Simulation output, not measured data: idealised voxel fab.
process module | voxel gate over fins
215 nm wide, 5 nm square cells: that's cross-section cut.
Reading order for cross-sections: top band down to bottom band. Underlying form: a grid of square cells. Band size: one or more rows of cells. Top height, bottom height, nm. Materials left to right, width each, nm. Single material + "all across" = fills band edge to edge. "air" = empty. Where do heights start? At 0: under that level the wafer as delivered is made of one material only. And the lowest band has no floor; it just carries on downward, as in "0 nm and below". A two-number width, for instance "30 to 40", indicates that the width is equal to the first number in the top row of the band and to the second number in the bottom row, and that it changes by a constant amount per row of cells. Key: "nothing altered" - step with no changed cell in the cross-section. "Listed closed voids" lists enclosed empty spaces (at least 8 cells, no open path upward to the top), each as width x height at distance from the left edge, in nm. On each step's line, the part that comes after the settings is the simulator's own comment on the step. The optional step-line setting "overlay nm" applies to steps with a mask and quantifies how far to the right of its planned location the mask lay, a negative value indicating leftward placement.
## This section lists the process steps that were planned
step 1: RECEIVE | material Si
step 2: CONFORMAL_DEP | material SiN | thk nm 5
step 3: MASKED_ETCH | tone cover | mask id FINS | width nm 15 | pitch nm 60 | etch materials SiN | depth nm 5 | overlay nm 0
step 4: MASKED_ETCH | tone cover | mask id FINS | width nm 15 | pitch nm 60 | etch materials Si | depth nm 30 | overlay nm 0
step 5: FILL_DEP | material SiO2 | thk nm 5
step 6: CMP | height nm 5
step 7: MASKED_ETCH | tone open | mask id RAIL | width nm 15 | etch materials SiO2 | depth nm 30 | overlay nm 0
step 8: CONFORMAL_DEP | material TiN | thk nm 5
step 9: FILL_DEP | material W | thk nm 5
step 10: CMP | height nm 5
step 11: SELECTIVE_ETCH | etch materials W Ru TiN | depth nm 25
step 12: FILL_DEP | material SiO2 | thk nm 5
step 13: CMP | height nm 5
step 14: SELECTIVE_ETCH | etch materials SiO2 | depth nm 15
step 15: STRIP | etch materials SiN
step 16: CONFORMAL_DEP | material HfO2 | thk nm 5
step 17: CONFORMAL_DEP | material TiN | thk nm 5
step 18: CONFORMAL_DEP | material TiAl | thk nm 5
step 19: CONFORMAL_DEP | material TiN | thk nm 5
step 20: FILL_DEP | material W | thk nm 10
step 21: CMP | height nm 25
step 22: CONFORMAL_DEP | material SiN | thk nm 5
## Cross-sectional view of the wafer in its as-received condition, corresponding to the state after step 1
* 0 nm and below = Si all across
* Listed closed voids: none
## First of two wafers, end-of-module section, run followed plan
* 30 nm to 25 nm = SiN all across
* 25 nm to 20 nm = W all across
* 20 nm to 15 nm = W 50 nm / TiN 55 nm / W 5 nm / TiN 55 nm / W 50 nm
* 15 nm to 10 nm = W 50 nm / TiN 5 nm / TiAl 45 nm / TiN 5 nm / W 5 nm / TiN 5 nm / TiAl 45 nm / TiN 5 nm / W 50 nm
* 10 nm to 5 nm = TiN 55 nm / TiAl 5 nm / TiN 35 nm / TiAl 5 nm / TiN 15 nm / TiAl 5 nm / TiN 35 nm / TiAl 5 nm / TiN 55 nm
* 5 nm to 0 nm = TiAl 60 nm / TiN 5 nm / HfO2 25 nm / TiN 5 nm / TiAl 25 nm / TiN 5 nm / HfO2 25 nm / TiN 5 nm / TiAl 60 nm
* 0 nm to -5 nm = TiN 65 nm / HfO2 5 nm / Si 15 nm / HfO2 5 nm / TiN 35 nm / HfO2 5 nm / Si 15 nm / HfO2 5 nm / TiN 65 nm
* -5 nm to -10 nm = HfO2 70 nm / Si 15 nm / HfO2 45 nm / Si 15 nm / HfO2 70 nm
* -10 nm to -20 nm = SiO2 70 nm / Si 15 nm / SiO2 45 nm / Si 15 nm / SiO2 70 nm
* -20 nm to -25 nm = SiO2 70 nm / Si 15 nm / SiO2 15 nm / TiN 15 nm / SiO2 15 nm / Si 15 nm / SiO2 70 nm
* -25 nm to -30 nm = SiO2 70 nm / Si 15 nm / SiO2 45 nm / Si 15 nm / SiO2 70 nm
* -30 nm and below = Si all across
* Listed closed voids: none
## Module end: cross-section of wafer two of two. Same start and process plan as the first wafer. One mistake during execution
* 30 nm to 25 nm = SiN all across
* 25 nm to 20 nm = W all across
* 20 nm to 15 nm = W 50 nm / TiN 55 nm / W 5 nm / TiN 55 nm / W 50 nm
* 15 nm to 10 nm = W 50 nm / TiN 5 nm / TiAl 45 nm / TiN 5 nm / W 5 nm / TiN 5 nm / TiAl 45 nm / TiN 5 nm / W 50 nm
* 10 nm to 5 nm = TiN 55 nm / TiAl 5 nm / TiN 35 nm / TiAl 5 nm / TiN 15 nm / TiAl 5 nm / TiN 35 nm / TiAl 5 nm / TiN 55 nm
* 5 nm to 0 nm = TiAl 60 nm / TiN 5 nm / HfO2 25 nm / TiN 5 nm / TiAl 25 nm / TiN 5 nm / HfO2 25 nm / TiN 5 nm / TiAl 60 nm
* 0 nm to -5 nm = TiN 65 nm / HfO2 5 nm / Si 15 nm / HfO2 5 nm / TiN 35 nm / HfO2 5 nm / Si 15 nm / HfO2 5 nm / TiN 65 nm
* -5 nm to -10 nm = HfO2 70 nm / Si 15 nm / HfO2 45 nm / Si 15 nm / HfO2 70 nm
* -10 nm to -20 nm = SiO2 70 nm / Si 15 nm / SiO2 45 nm / Si 15 nm / SiO2 70 nm
* -20 nm to -25 nm = SiO2 70 nm / Si 15 nm / SiO2 25 nm / TiN 15 nm / SiO2 5 nm / Si 15 nm / SiO2 70 nm
* -25 nm to -30 nm = SiO2 70 nm / Si 15 nm / SiO2 45 nm / Si 15 nm / SiO2 70 nm
* -30 nm and below = Si all across
* Listed closed voids: none
What went wrong in running the wafer? planned and actual differ for step 7; actual: MASKED_ETCH | tone open | mask id RAIL | width nm 15 | etch materials SiO2 | depth nm 30 | overlay nm 10
Final wafers compared: equal cell tally per material, rearranged layout.
